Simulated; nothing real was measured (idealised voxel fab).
Process module, titled voxel wiring stack
The cross-section shown here is cut; it is 240 nm wide and divided into square cells measuring 5 nm on a side.
Notation: cross-section as square-cell grid; stated in bands, top first, going down; one or more cell rows per band. Within each band entry, the heights of the top and of the bottom of the band appear first, in that order and in nm; the materials of the band then follow from left to right, each with its corresponding width in nm. The designation "edge to edge" on a single material indicates that it fills the band from edge to edge; the designation "blank" indicates empty space. Below 0: as-received wafer, all one material; heights counted from there. Lowest band: no bottom, goes on down, written "0 and below". You'd read "30->40" like this: the band's top row of cells is as wide as the first number, its bottom row is as wide as the second, and going down, every row changes width by the same amount as the row before did. "no alterations made" for a step: no cell of the cross-section changed in that step. "Closed void table" lists enclosed empty spaces (at least 8 cells, no open path upward to the top), each as width x height at distance from the left edge, in nm. Step line, after settings: the simulator's comment on this step. overlay nm: mask offset rightward from planned place, masked step; negative means leftward offset.

**Planned process steps**
| 1 | RECEIVE | material Si |
| 2 | CONFORMAL_DEP | material SiO2 | thk nm 15 |
| 3 | DIRECTIONAL_DEP | material TiN | thk nm 5 |
| 4 | DIRECTIONAL_DEP | material Ru | thk nm 20 |
| 5 | MASKED_ETCH | tone cover | mask id METAL_1 | width nm 25 | pitch nm 40 | etch materials Ru | depth nm 20 | overlay nm 0 |
| 6 | MASKED_ETCH | tone cover | mask id METAL_1 | width nm 25 | pitch nm 40 | etch materials TiN | depth nm 5 | overlay nm 0 |
| 7 | FILL_DEP | material SiO2 | thk nm 5 |
| 8 | CMP | height nm 40 |
| 9 | CONFORMAL_DEP | material SiCN | thk nm 5 |
| 10 | DIRECTIONAL_DEP | material lowk | thk nm 15 |
| 11 | MASKED_ETCH | tone open | mask id PLUG_1 | width nm 15 | pitch nm 40 | etch materials lowk | depth nm 15 | overlay nm 0 |
| 12 | MASKED_ETCH | tone open | mask id PLUG_1 | width nm 15 | pitch nm 40 | etch materials SiCN | depth nm 5 | overlay nm 0 |
| 13 | EPI | material Ru | thk nm 10 |
| 14 | EPI | material Ru | thk nm 10 |
| 15 | CONFORMAL_DEP | material SiN | thk nm 5 |
| 16 | DIRECTIONAL_DEP | material SiO2 | thk nm 15 |
| 17 | DIRECTIONAL_DEP | material aC | thk nm 15 |
| 18 | PATTERN | tone open | mask id METAL_2 | material resist | width nm 25 | pitch nm 40 | thk nm 30 | overlay nm 0 |
| 19 | DIRECTIONAL_ETCH | etch materials aC | depth nm 15 |
| 20 | STRIP | etch materials resist |
| 21 | DIRECTIONAL_ETCH | etch materials SiO2 | depth nm 15 |
| 22 | DIRECTIONAL_ETCH | etch materials SiN | depth nm 5 |
| 23 | STRIP | etch materials aC |
| 24 | CONFORMAL_DEP | material TiN | thk nm 5 |
| 25 | FILL_DEP | material Cu | thk nm 5 |
| 26 | CMP | height nm 80 |
| 27 | CONFORMAL_DEP | material SiCN | thk nm 5 |
| 28 | DIRECTIONAL_DEP | material SiO2 | thk nm 25 |
| 29 | MASKED_ETCH | tone open | mask id METAL_3_HOLES | width nm 15 | etch materials SiO2 | depth nm 25 | overlay nm 0 |
| 30 | DIRECTIONAL_DEP | material aC | thk nm 15 |
| 31 | PATTERN | tone open | mask id METAL_3 | material resist | width nm 25 | pitch nm 40 | thk nm 30 | overlay nm 0 |
| 32 | DIRECTIONAL_ETCH | etch materials aC | depth nm 15 |
| 33 | STRIP | etch materials resist |
| 34 | DIRECTIONAL_ETCH | etch materials SiO2 | depth nm 15 |
| 35 | DIRECTIONAL_ETCH | etch materials SiCN | depth nm 5 |
| 36 | STRIP | etch materials aC |
| 37 | CONFORMAL_DEP | material TiN | thk nm 5 |
| 38 | FILL_DEP | material Ru | thk nm 10 |
| 39 | CMP | height nm 110 |
| 40 | CONFORMAL_DEP | material SiCN | thk nm 5 |
| 41 | DIRECTIONAL_DEP | material SiO2 | thk nm 30 |
| 42 | PATTERN | tone open | mask id METAL_4 | material resist | width nm 25 | pitch nm 40 | thk nm 20 | overlay nm 0 |
| 43 | DIRECTIONAL_ETCH | etch materials SiO2 | depth nm 20 |
| 44 | STRIP | etch materials resist |
| 45 | MASKED_ETCH | tone open | mask id METAL_4_HOLES | width nm 15 | pitch nm 40 | etch materials SiO2 | depth nm 10 | overlay nm 0 |
| 46 | MASKED_ETCH | tone open | mask id METAL_4_HOLES | width nm 15 | pitch nm 40 | etch materials SiCN | depth nm 5 | overlay nm 0 |
| 47 | CONFORMAL_DEP | material TiN | thk nm 5 |
| 48 | FILL_DEP | material Cu | thk nm 5 |
| 49 | CMP | height nm 145 |
| 50 | CONFORMAL_DEP | material SiN | thk nm 5 |

**Below: the first of two wafers, run as planned**

**Step 1 complete: cross-section of the wafer as received**
  0 and below  Si edge to edge
  Closed void table: none

**Step 2 complete: cross-section through the wafer**
  15 down to 0  SiO2 edge to edge
  Everything below 0 is unchanged.

**Step 3 complete: cross-section through the wafer**
  20 down to 15  TiN edge to edge
  Everything below 15 is unchanged.

**Step 4 complete: cross-section through the wafer**
  40 down to 20  Ru edge to edge
  Everything below 20 is unchanged.

**Step 5 complete: cross-section through the wafer**
  40 down to 20  blank 85 nm; Ru 25 nm; blank 15 nm; Ru 25 nm; blank 90 nm
  Everything below 20 is unchanged.

**Step 6 complete: cross-section through the wafer**
  40 down to 20  blank 85 nm; Ru 25 nm; blank 15 nm; Ru 25 nm; blank 90 nm
  20 down to 15  blank 85 nm; TiN 25 nm; blank 15 nm; TiN 25 nm; blank 90 nm
  Everything below 15 is unchanged.

**Step 7 complete: cross-section through the wafer**
  45 down to 40  SiO2 edge to edge
  40 down to 20  SiO2 85 nm; Ru 25 nm; SiO2 15 nm; Ru 25 nm; SiO2 90 nm
  20 down to 15  SiO2 85 nm; TiN 25 nm; SiO2 15 nm; TiN 25 nm; SiO2 90 nm
  Everything below 15 is unchanged.

**Step 8 complete: cross-section through the wafer**
  40 down to 20  SiO2 85 nm; Ru 25 nm; SiO2 15 nm; Ru 25 nm; SiO2 90 nm
  Everything below 20 is unchanged.

**Step 9 complete: cross-section through the wafer**
  45 down to 40  SiCN edge to edge
  Everything below 40 is unchanged.

**Step 10 complete: cross-section through the wafer**
  60 down to 45  lowk edge to edge
  Everything below 45 is unchanged.

**Step 11 complete: cross-section through the wafer**
  60 down to 45  lowk 85 nm; blank 15 nm; lowk 25 nm; blank 15 nm; lowk 100 nm
  Everything below 45 is unchanged.

**Step 12 complete: cross-section through the wafer**
  60 down to 45  lowk 85 nm; blank 15 nm; lowk 25 nm; blank 15 nm; lowk 100 nm
  45 down to 40  SiCN 85 nm; blank 15 nm; SiCN 25 nm; blank 15 nm; SiCN 100 nm
  Everything below 40 is unchanged.

**Step 13 complete: cross-section through the wafer**
  60 down to 50  lowk 85 nm; blank 15 nm; lowk 25 nm; blank 15 nm; lowk 100 nm
  50 down to 45  lowk 85 nm; Ru 15 nm; lowk 25 nm; Ru 15 nm; lowk 100 nm
  45 down to 40  SiCN 85 nm; Ru 15 nm; SiCN 25 nm; Ru 15 nm; SiCN 100 nm
  Everything below 40 is unchanged.

**Step 14 complete: cross-section through the wafer**
  60 down to 45  lowk 85 nm; Ru 15 nm; lowk 25 nm; Ru 15 nm; lowk 100 nm
  Everything below 45 is unchanged.

**Step 15 complete: cross-section through the wafer**
  65 down to 60  SiN edge to edge
  Everything below 60 is unchanged.

**Step 16 complete: cross-section through the wafer**
  80 down to 65  SiO2 edge to edge
  Everything below 65 is unchanged.

**Step 17 complete: cross-section through the wafer**
  95 down to 80  aC edge to edge
  Everything below 80 is unchanged.

**Step 18 complete: cross-section through the wafer**
  125 down to 95  resist 85 nm; blank 25 nm; resist 15 nm; blank 25 nm; resist 90 nm
  Everything below 95 is unchanged.

**Step 19 complete: cross-section through the wafer**
  110 down to 95  resist 85 nm; blank 25 nm; resist 15 nm; blank 25 nm; resist 90 nm
  95 down to 80  aC 85 nm; blank 25 nm; aC 15 nm; blank 25 nm; aC 90 nm
  Everything below 80 is unchanged.

**Step 20 complete: cross-section through the wafer**
  95 down to 80  aC 85 nm; blank 25 nm; aC 15 nm; blank 25 nm; aC 90 nm
  Everything below 80 is unchanged.

**Step 21 complete: cross-section through the wafer**
  95 down to 80  aC 85 nm; blank 25 nm; aC 15 nm; blank 25 nm; aC 90 nm
  80 down to 65  SiO2 85 nm; blank 25 nm; SiO2 15 nm; blank 25 nm; SiO2 90 nm
  Everything below 65 is unchanged.

**Step 22 complete: cross-section through the wafer**
  95 down to 80  aC 85 nm; blank 25 nm; aC 15 nm; blank 25 nm; aC 90 nm
  80 down to 65  SiO2 85 nm; blank 25 nm; SiO2 15 nm; blank 25 nm; SiO2 90 nm
  65 down to 60  SiN 85 nm; blank 25 nm; SiN 15 nm; blank 25 nm; SiN 90 nm
  Everything below 60 is unchanged.

**Step 23 complete: cross-section through the wafer**
  80 down to 65  SiO2 85 nm; blank 25 nm; SiO2 15 nm; blank 25 nm; SiO2 90 nm
  Everything below 65 is unchanged.

**Step 24 complete: cross-section through the wafer**
  85 down to 80  TiN 90 nm; blank 15 nm; TiN 25 nm; blank 15 nm; TiN 95 nm
  80 down to 65  SiO2 85 nm; TiN 5 nm; blank 15 nm; TiN 5 nm; SiO2 15 nm; TiN 5 nm; blank 15 nm; TiN 5 nm; SiO2 90 nm
  65 down to 60  SiN 85 nm; TiN 25 nm; SiN 15 nm; TiN 25 nm; SiN 90 nm
  Everything below 60 is unchanged.

**Step 25 complete: cross-section through the wafer**
  90 down to 85  Cu edge to edge
  85 down to 80  TiN 90 nm; Cu 15 nm; TiN 25 nm; Cu 15 nm; TiN 95 nm
  80 down to 65  SiO2 85 nm; TiN 5 nm; Cu 15 nm; TiN 5 nm; SiO2 15 nm; TiN 5 nm; Cu 15 nm; TiN 5 nm; SiO2 90 nm
  Everything below 65 is unchanged.

**Step 26 complete: cross-section through the wafer**
  80 down to 65  SiO2 85 nm; TiN 5 nm; Cu 15 nm; TiN 5 nm; SiO2 15 nm; TiN 5 nm; Cu 15 nm; TiN 5 nm; SiO2 90 nm
  Everything below 65 is unchanged.

**Step 27 complete: cross-section through the wafer**
  85 down to 80  SiCN edge to edge
  Everything below 80 is unchanged.

**Step 28 complete: cross-section through the wafer**
  110 down to 85  SiO2 edge to edge
  Everything below 85 is unchanged.

**Step 29 complete: cross-section through the wafer**
  110 down to 85  SiO2 85 nm; blank 15 nm; SiO2 140 nm
  Everything below 85 is unchanged.

**Step 30 complete: cross-section through the wafer**
  125 down to 110  aC 85 nm; blank 15 nm; aC 140 nm
  110 down to 100  SiO2 85 nm; blank 15 nm; SiO2 140 nm
  100 down to 85  SiO2 85 nm; aC 15 nm; SiO2 140 nm
  Everything below 85 is unchanged.

**Step 31 complete: cross-section through the wafer**
  155 down to 125  resist 85 nm; blank 25 nm; resist 15 nm; blank 25 nm; resist 90 nm
  Everything below 125 is unchanged.

**Step 32 complete: cross-section through the wafer**
  140 down to 125  resist 85 nm; blank 25 nm; resist 15 nm; blank 25 nm; resist 90 nm
  125 down to 110  aC 85 nm; blank 25 nm; aC 15 nm; blank 25 nm; aC 90 nm
  110 down to 85  SiO2 85 nm; blank 15 nm; SiO2 140 nm
  Everything below 85 is unchanged.

**Step 33 complete: cross-section through the wafer**
  125 down to 110  aC 85 nm; blank 25 nm; aC 15 nm; blank 25 nm; aC 90 nm
  Everything below 110 is unchanged.

**Step 34 complete: cross-section through the wafer**
  125 down to 110  aC 85 nm; blank 25 nm; aC 15 nm; blank 25 nm; aC 90 nm
  110 down to 95  SiO2 85 nm; blank 25 nm; SiO2 15 nm; blank 25 nm; SiO2 90 nm
  Everything below 95 is unchanged.

**Step 35 complete: cross-section through the wafer**
  125 down to 110  aC 85 nm; blank 25 nm; aC 15 nm; blank 25 nm; aC 90 nm
  110 down to 95  SiO2 85 nm; blank 25 nm; SiO2 15 nm; blank 25 nm; SiO2 90 nm
  95 down to 85  SiO2 85 nm; blank 15 nm; SiO2 140 nm
  85 down to 80  SiCN 85 nm; blank 15 nm; SiCN 140 nm
  Everything below 80 is unchanged.

**Step 36 complete: cross-section through the wafer**
  110 down to 95  SiO2 85 nm; blank 25 nm; SiO2 15 nm; blank 25 nm; SiO2 90 nm
  Everything below 95 is unchanged.

**Step 37 complete: cross-section through the wafer**
  115 down to 110  TiN 90 nm; blank 15 nm; TiN 25 nm; blank 15 nm; TiN 95 nm
  110 down to 100  SiO2 85 nm; TiN 5 nm; blank 15 nm; TiN 5 nm; SiO2 15 nm; TiN 5 nm; blank 15 nm; TiN 5 nm; SiO2 90 nm
  100 down to 95  SiO2 85 nm; TiN 5 nm; blank 5 nm; TiN 15 nm; SiO2 15 nm; TiN 25 nm; SiO2 90 nm
  95 down to 85  SiO2 85 nm; TiN 5 nm; blank 5 nm; TiN 5 nm; SiO2 140 nm
  85 down to 80  SiCN 85 nm; TiN 15 nm; SiCN 140 nm
  Everything below 80 is unchanged.

**Step 38 complete: cross-section through the wafer**
  125 down to 115  Ru edge to edge
  115 down to 110  TiN 90 nm; Ru 15 nm; TiN 25 nm; Ru 15 nm; TiN 95 nm
  110 down to 100  SiO2 85 nm; TiN 5 nm; Ru 15 nm; TiN 5 nm; SiO2 15 nm; TiN 5 nm; Ru 15 nm; TiN 5 nm; SiO2 90 nm
  100 down to 95  SiO2 85 nm; TiN 5 nm; Ru 5 nm; TiN 15 nm; SiO2 15 nm; TiN 25 nm; SiO2 90 nm
  95 down to 85  SiO2 85 nm; TiN 5 nm; Ru 5 nm; TiN 5 nm; SiO2 140 nm
  Everything below 85 is unchanged.

**Step 39 complete: cross-section through the wafer**
  110 down to 100  SiO2 85 nm; TiN 5 nm; Ru 15 nm; TiN 5 nm; SiO2 15 nm; TiN 5 nm; Ru 15 nm; TiN 5 nm; SiO2 90 nm
  Everything below 100 is unchanged.

**Step 40 complete: cross-section through the wafer**
  115 down to 110  SiCN edge to edge
  Everything below 110 is unchanged.

**Step 41 complete: cross-section through the wafer**
  145 down to 115  SiO2 edge to edge
  Everything below 115 is unchanged.

**Step 42 complete: cross-section through the wafer**
  165 down to 145  resist 85 nm; blank 25 nm; resist 15 nm; blank 25 nm; resist 90 nm
  Everything below 145 is unchanged.

**Step 43 complete: cross-section through the wafer**
  165 down to 145  resist 85 nm; blank 25 nm; resist 15 nm; blank 25 nm; resist 90 nm
  145 down to 125  SiO2 85 nm; blank 25 nm; SiO2 15 nm; blank 25 nm; SiO2 90 nm
  Everything below 125 is unchanged.

**Step 44 complete: cross-section through the wafer**
  145 down to 125  SiO2 85 nm; blank 25 nm; SiO2 15 nm; blank 25 nm; SiO2 90 nm
  Everything below 125 is unchanged.

**Step 45 complete: cross-section through the wafer**
  145 down to 125  SiO2 85 nm; blank 25 nm; SiO2 15 nm; blank 25 nm; SiO2 90 nm
  125 down to 115  SiO2 85 nm; blank 15 nm; SiO2 25 nm; blank 15 nm; SiO2 100 nm
  Everything below 115 is unchanged.

**Step 46 complete: cross-section through the wafer**
  145 down to 125  SiO2 85 nm; blank 25 nm; SiO2 15 nm; blank 25 nm; SiO2 90 nm
  125 down to 115  SiO2 85 nm; blank 15 nm; SiO2 25 nm; blank 15 nm; SiO2 100 nm
  115 down to 110  SiCN 85 nm; blank 15 nm; SiCN 25 nm; blank 15 nm; SiCN 100 nm
  Everything below 110 is unchanged.

**Step 47 complete: cross-section through the wafer**
  150 down to 145  TiN 90 nm; blank 15 nm; TiN 25 nm; blank 15 nm; TiN 95 nm
  145 down to 130  SiO2 85 nm; TiN 5 nm; blank 15 nm; TiN 5 nm; SiO2 15 nm; TiN 5 nm; blank 15 nm; TiN 5 nm; SiO2 90 nm
  130 down to 125  SiO2 85 nm; TiN 5 nm; blank 5 nm; TiN 15 nm; SiO2 15 nm; TiN 5 nm; blank 5 nm; TiN 15 nm; SiO2 90 nm
  125 down to 115  SiO2 85 nm; TiN 5 nm; blank 5 nm; TiN 5 nm; SiO2 25 nm; TiN 5 nm; blank 5 nm; TiN 5 nm; SiO2 100 nm
  115 down to 110  SiCN 85 nm; TiN 15 nm; SiCN 25 nm; TiN 15 nm; SiCN 100 nm
  Everything below 110 is unchanged.

**Step 48 complete: cross-section through the wafer**
  155 down to 150  Cu edge to edge
  150 down to 145  TiN 90 nm; Cu 15 nm; TiN 25 nm; Cu 15 nm; TiN 95 nm
  145 down to 130  SiO2 85 nm; TiN 5 nm; Cu 15 nm; TiN 5 nm; SiO2 15 nm; TiN 5 nm; Cu 15 nm; TiN 5 nm; SiO2 90 nm
  130 down to 125  SiO2 85 nm; TiN 5 nm; Cu 5 nm; TiN 15 nm; SiO2 15 nm; TiN 5 nm; Cu 5 nm; TiN 15 nm; SiO2 90 nm
  125 down to 115  SiO2 85 nm; TiN 5 nm; Cu 5 nm; TiN 5 nm; SiO2 25 nm; TiN 5 nm; Cu 5 nm; TiN 5 nm; SiO2 100 nm
  Everything below 115 is unchanged.

**Step 49 complete: cross-section through the wafer**
  145 down to 130  SiO2 85 nm; TiN 5 nm; Cu 15 nm; TiN 5 nm; SiO2 15 nm; TiN 5 nm; Cu 15 nm; TiN 5 nm; SiO2 90 nm
  Everything below 130 is unchanged.

**Step 50 complete: cross-section through the wafer**
  150 down to 145  SiN edge to edge
  Everything below 145 is unchanged.

**Okay, second wafer. Nothing different at the start, nothing different in the plan, just one mistake somewhere in the running. As far as step 5, counting that step, it's the first wafer all over again**

**Second wafer shown in cross-section at the time step 6 was slated to end**
  40 down to 20  blank 85 nm; Ru 25 nm; blank 15 nm; Ru 25 nm; blank 90 nm
  20 down to 15  blank 85 nm; TiN 30 nm; blank 10 nm; TiN 30 nm; blank 85 nm
  Everything below 15 is unchanged.

**Second wafer shown in cross-section at the time step 7 was slated to end**
  45 down to 40  SiO2 edge to edge
  40 down to 20  SiO2 85 nm; Ru 25 nm; SiO2 15 nm; Ru 25 nm; SiO2 90 nm
  20 down to 15  SiO2 85 nm; TiN 30 nm; SiO2 10 nm; TiN 30 nm; SiO2 85 nm
  Everything below 15 is unchanged.

**Second wafer shown in cross-section at the time step 8 was slated to end**
  40 down to 20  SiO2 85 nm; Ru 25 nm; SiO2 15 nm; Ru 25 nm; SiO2 90 nm
  Everything below 20 is unchanged.

**Second wafer shown in cross-section at the time step 9 was slated to end**
  45 down to 40  SiCN edge to edge
  Everything below 40 is unchanged.

**Second wafer shown in cross-section at the time step 10 was slated to end**
  60 down to 45  lowk edge to edge
  Everything below 45 is unchanged.

**Second wafer shown in cross-section at the time step 11 was slated to end**
  60 down to 45  lowk 85 nm; blank 15 nm; lowk 25 nm; blank 15 nm; lowk 100 nm
  Everything below 45 is unchanged.

**Second wafer shown in cross-section at the time step 12 was slated to end**
  60 down to 45  lowk 85 nm; blank 15 nm; lowk 25 nm; blank 15 nm; lowk 100 nm
  45 down to 40  SiCN 85 nm; blank 15 nm; SiCN 25 nm; blank 15 nm; SiCN 100 nm
  Everything below 40 is unchanged.

**Second wafer shown in cross-section at the time step 13 was slated to end**
  60 down to 50  lowk 85 nm; blank 15 nm; lowk 25 nm; blank 15 nm; lowk 100 nm
  50 down to 45  lowk 85 nm; Ru 15 nm; lowk 25 nm; Ru 15 nm; lowk 100 nm
  45 down to 40  SiCN 85 nm; Ru 15 nm; SiCN 25 nm; Ru 15 nm; SiCN 100 nm
  Everything below 40 is unchanged.

**Second wafer shown in cross-section at the time step 14 was slated to end**
  60 down to 45  lowk 85 nm; Ru 15 nm; lowk 25 nm; Ru 15 nm; lowk 100 nm
  Everything below 45 is unchanged.

**Second wafer shown in cross-section at the time step 15 was slated to end**
  65 down to 60  SiN edge to edge
  Everything below 60 is unchanged.

**Second wafer shown in cross-section at the time step 16 was slated to end**
  80 down to 65  SiO2 edge to edge
  Everything below 65 is unchanged.

**Second wafer shown in cross-section at the time step 17 was slated to end**
  95 down to 80  aC edge to edge
  Everything below 80 is unchanged.

**Second wafer shown in cross-section at the time step 18 was slated to end**
  125 down to 95  resist 85 nm; blank 25 nm; resist 15 nm; blank 25 nm; resist 90 nm
  Everything below 95 is unchanged.

**Second wafer shown in cross-section at the time step 19 was slated to end**
  110 down to 95  resist 85 nm; blank 25 nm; resist 15 nm; blank 25 nm; resist 90 nm
  95 down to 80  aC 85 nm; blank 25 nm; aC 15 nm; blank 25 nm; aC 90 nm
  Everything below 80 is unchanged.

**Second wafer shown in cross-section at the time step 20 was slated to end**
  95 down to 80  aC 85 nm; blank 25 nm; aC 15 nm; blank 25 nm; aC 90 nm
  Everything below 80 is unchanged.

**Second wafer shown in cross-section at the time step 21 was slated to end**
  95 down to 80  aC 85 nm; blank 25 nm; aC 15 nm; blank 25 nm; aC 90 nm
  80 down to 65  SiO2 85 nm; blank 25 nm; SiO2 15 nm; blank 25 nm; SiO2 90 nm
  Everything below 65 is unchanged.

**Second wafer shown in cross-section at the time step 22 was slated to end**
  95 down to 80  aC 85 nm; blank 25 nm; aC 15 nm; blank 25 nm; aC 90 nm
  80 down to 65  SiO2 85 nm; blank 25 nm; SiO2 15 nm; blank 25 nm; SiO2 90 nm
  65 down to 60  SiN 85 nm; blank 25 nm; SiN 15 nm; blank 25 nm; SiN 90 nm
  Everything below 60 is unchanged.

**Second wafer shown in cross-section at the time step 23 was slated to end**
  80 down to 65  SiO2 85 nm; blank 25 nm; SiO2 15 nm; blank 25 nm; SiO2 90 nm
  Everything below 65 is unchanged.

**Second wafer shown in cross-section at the time step 24 was slated to end**
  85 down to 80  TiN 90 nm; blank 15 nm; TiN 25 nm; blank 15 nm; TiN 95 nm
  80 down to 65  SiO2 85 nm; TiN 5 nm; blank 15 nm; TiN 5 nm; SiO2 15 nm; TiN 5 nm; blank 15 nm; TiN 5 nm; SiO2 90 nm
  65 down to 60  SiN 85 nm; TiN 25 nm; SiN 15 nm; TiN 25 nm; SiN 90 nm
  Everything below 60 is unchanged.

**Second wafer shown in cross-section at the time step 25 was slated to end**
  90 down to 85  Cu edge to edge
  85 down to 80  TiN 90 nm; Cu 15 nm; TiN 25 nm; Cu 15 nm; TiN 95 nm
  80 down to 65  SiO2 85 nm; TiN 5 nm; Cu 15 nm; TiN 5 nm; SiO2 15 nm; TiN 5 nm; Cu 15 nm; TiN 5 nm; SiO2 90 nm
  Everything below 65 is unchanged.

**Second wafer shown in cross-section at the time step 26 was slated to end**
  80 down to 65  SiO2 85 nm; TiN 5 nm; Cu 15 nm; TiN 5 nm; SiO2 15 nm; TiN 5 nm; Cu 15 nm; TiN 5 nm; SiO2 90 nm
  Everything below 65 is unchanged.

**Second wafer shown in cross-section at the time step 27 was slated to end**
  85 down to 80  SiCN edge to edge
  Everything below 80 is unchanged.

**Second wafer shown in cross-section at the time step 28 was slated to end**
  110 down to 85  SiO2 edge to edge
  Everything below 85 is unchanged.

**Second wafer shown in cross-section at the time step 29 was slated to end**
  110 down to 85  SiO2 85 nm; blank 15 nm; SiO2 140 nm
  Everything below 85 is unchanged.

**Second wafer shown in cross-section at the time step 30 was slated to end**
  125 down to 110  aC 85 nm; blank 15 nm; aC 140 nm
  110 down to 100  SiO2 85 nm; blank 15 nm; SiO2 140 nm
  100 down to 85  SiO2 85 nm; aC 15 nm; SiO2 140 nm
  Everything below 85 is unchanged.

**Second wafer shown in cross-section at the time step 31 was slated to end**
  155 down to 125  resist 85 nm; blank 25 nm; resist 15 nm; blank 25 nm; resist 90 nm
  Everything below 125 is unchanged.

**Second wafer shown in cross-section at the time step 32 was slated to end**
  140 down to 125  resist 85 nm; blank 25 nm; resist 15 nm; blank 25 nm; resist 90 nm
  125 down to 110  aC 85 nm; blank 25 nm; aC 15 nm; blank 25 nm; aC 90 nm
  110 down to 85  SiO2 85 nm; blank 15 nm; SiO2 140 nm
  Everything below 85 is unchanged.

**Second wafer shown in cross-section at the time step 33 was slated to end**
  125 down to 110  aC 85 nm; blank 25 nm; aC 15 nm; blank 25 nm; aC 90 nm
  Everything below 110 is unchanged.

**Second wafer shown in cross-section at the time step 34 was slated to end**
  125 down to 110  aC 85 nm; blank 25 nm; aC 15 nm; blank 25 nm; aC 90 nm
  110 down to 95  SiO2 85 nm; blank 25 nm; SiO2 15 nm; blank 25 nm; SiO2 90 nm
  Everything below 95 is unchanged.

**Second wafer shown in cross-section at the time step 35 was slated to end**
  125 down to 110  aC 85 nm; blank 25 nm; aC 15 nm; blank 25 nm; aC 90 nm
  110 down to 95  SiO2 85 nm; blank 25 nm; SiO2 15 nm; blank 25 nm; SiO2 90 nm
  95 down to 85  SiO2 85 nm; blank 15 nm; SiO2 140 nm
  85 down to 80  SiCN 85 nm; blank 15 nm; SiCN 140 nm
  Everything below 80 is unchanged.

**Second wafer shown in cross-section at the time step 36 was slated to end**
  110 down to 95  SiO2 85 nm; blank 25 nm; SiO2 15 nm; blank 25 nm; SiO2 90 nm
  Everything below 95 is unchanged.

**Second wafer shown in cross-section at the time step 37 was slated to end**
  115 down to 110  TiN 90 nm; blank 15 nm; TiN 25 nm; blank 15 nm; TiN 95 nm
  110 down to 100  SiO2 85 nm; TiN 5 nm; blank 15 nm; TiN 5 nm; SiO2 15 nm; TiN 5 nm; blank 15 nm; TiN 5 nm; SiO2 90 nm
  100 down to 95  SiO2 85 nm; TiN 5 nm; blank 5 nm; TiN 15 nm; SiO2 15 nm; TiN 25 nm; SiO2 90 nm
  95 down to 85  SiO2 85 nm; TiN 5 nm; blank 5 nm; TiN 5 nm; SiO2 140 nm
  85 down to 80  SiCN 85 nm; TiN 15 nm; SiCN 140 nm
  Everything below 80 is unchanged.

**Second wafer shown in cross-section at the time step 38 was slated to end**
  125 down to 115  Ru edge to edge
  115 down to 110  TiN 90 nm; Ru 15 nm; TiN 25 nm; Ru 15 nm; TiN 95 nm
  110 down to 100  SiO2 85 nm; TiN 5 nm; Ru 15 nm; TiN 5 nm; SiO2 15 nm; TiN 5 nm; Ru 15 nm; TiN 5 nm; SiO2 90 nm
  100 down to 95  SiO2 85 nm; TiN 5 nm; Ru 5 nm; TiN 15 nm; SiO2 15 nm; TiN 25 nm; SiO2 90 nm
  95 down to 85  SiO2 85 nm; TiN 5 nm; Ru 5 nm; TiN 5 nm; SiO2 140 nm
  Everything below 85 is unchanged.

**Second wafer shown in cross-section at the time step 39 was slated to end**
  110 down to 100  SiO2 85 nm; TiN 5 nm; Ru 15 nm; TiN 5 nm; SiO2 15 nm; TiN 5 nm; Ru 15 nm; TiN 5 nm; SiO2 90 nm
  Everything below 100 is unchanged.

**Second wafer shown in cross-section at the time step 40 was slated to end**
  115 down to 110  SiCN edge to edge
  Everything below 110 is unchanged.

**Second wafer shown in cross-section at the time step 41 was slated to end**
  145 down to 115  SiO2 edge to edge
  Everything below 115 is unchanged.

**Second wafer shown in cross-section at the time step 42 was slated to end**
  165 down to 145  resist 85 nm; blank 25 nm; resist 15 nm; blank 25 nm; resist 90 nm
  Everything below 145 is unchanged.

**Second wafer shown in cross-section at the time step 43 was slated to end**
  165 down to 145  resist 85 nm; blank 25 nm; resist 15 nm; blank 25 nm; resist 90 nm
  145 down to 125  SiO2 85 nm; blank 25 nm; SiO2 15 nm; blank 25 nm; SiO2 90 nm
  Everything below 125 is unchanged.

**Second wafer shown in cross-section at the time step 44 was slated to end**
  145 down to 125  SiO2 85 nm; blank 25 nm; SiO2 15 nm; blank 25 nm; SiO2 90 nm
  Everything below 125 is unchanged.

**Second wafer shown in cross-section at the time step 45 was slated to end**
  145 down to 125  SiO2 85 nm; blank 25 nm; SiO2 15 nm; blank 25 nm; SiO2 90 nm
  125 down to 115  SiO2 85 nm; blank 15 nm; SiO2 25 nm; blank 15 nm; SiO2 100 nm
  Everything below 115 is unchanged.

**Second wafer shown in cross-section at the time step 46 was slated to end**
  145 down to 125  SiO2 85 nm; blank 25 nm; SiO2 15 nm; blank 25 nm; SiO2 90 nm
  125 down to 115  SiO2 85 nm; blank 15 nm; SiO2 25 nm; blank 15 nm; SiO2 100 nm
  115 down to 110  SiCN 85 nm; blank 15 nm; SiCN 25 nm; blank 15 nm; SiCN 100 nm
  Everything below 110 is unchanged.

**Second wafer shown in cross-section at the time step 47 was slated to end**
  150 down to 145  TiN 90 nm; blank 15 nm; TiN 25 nm; blank 15 nm; TiN 95 nm
  145 down to 130  SiO2 85 nm; TiN 5 nm; blank 15 nm; TiN 5 nm; SiO2 15 nm; TiN 5 nm; blank 15 nm; TiN 5 nm; SiO2 90 nm
  130 down to 125  SiO2 85 nm; TiN 5 nm; blank 5 nm; TiN 15 nm; SiO2 15 nm; TiN 5 nm; blank 5 nm; TiN 15 nm; SiO2 90 nm
  125 down to 115  SiO2 85 nm; TiN 5 nm; blank 5 nm; TiN 5 nm; SiO2 25 nm; TiN 5 nm; blank 5 nm; TiN 5 nm; SiO2 100 nm
  115 down to 110  SiCN 85 nm; TiN 15 nm; SiCN 25 nm; TiN 15 nm; SiCN 100 nm
  Everything below 110 is unchanged.

**Second wafer shown in cross-section at the time step 48 was slated to end**
  155 down to 150  Cu edge to edge
  150 down to 145  TiN 90 nm; Cu 15 nm; TiN 25 nm; Cu 15 nm; TiN 95 nm
  145 down to 130  SiO2 85 nm; TiN 5 nm; Cu 15 nm; TiN 5 nm; SiO2 15 nm; TiN 5 nm; Cu 15 nm; TiN 5 nm; SiO2 90 nm
  130 down to 125  SiO2 85 nm; TiN 5 nm; Cu 5 nm; TiN 15 nm; SiO2 15 nm; TiN 5 nm; Cu 5 nm; TiN 15 nm; SiO2 90 nm
  125 down to 115  SiO2 85 nm; TiN 5 nm; Cu 5 nm; TiN 5 nm; SiO2 25 nm; TiN 5 nm; Cu 5 nm; TiN 5 nm; SiO2 100 nm
  Everything below 115 is unchanged.

**Second wafer shown in cross-section at the time step 49 was slated to end**
  145 down to 130  SiO2 85 nm; TiN 5 nm; Cu 15 nm; TiN 5 nm; SiO2 15 nm; TiN 5 nm; Cu 15 nm; TiN 5 nm; SiO2 90 nm
  Everything below 130 is unchanged.

**Second wafer shown in cross-section at the time step 50 was slated to end**
  150 down to 145  SiN edge to edge
  Everything below 145 is unchanged.
Heads up, the wafer didn't run the way we planned it: step 6 ran with different settings than intended, the actual operation and settings being MASKED_ETCH | tone cover | mask id METAL_1 | width nm 25 | pitch nm 40 | etch materials TiN | depth nm 5 | overlay nm 5
Bottom line after processing is that, in cells, the second wafer is up or down on some materials versus the first: -2 SiO2; +2 TiN
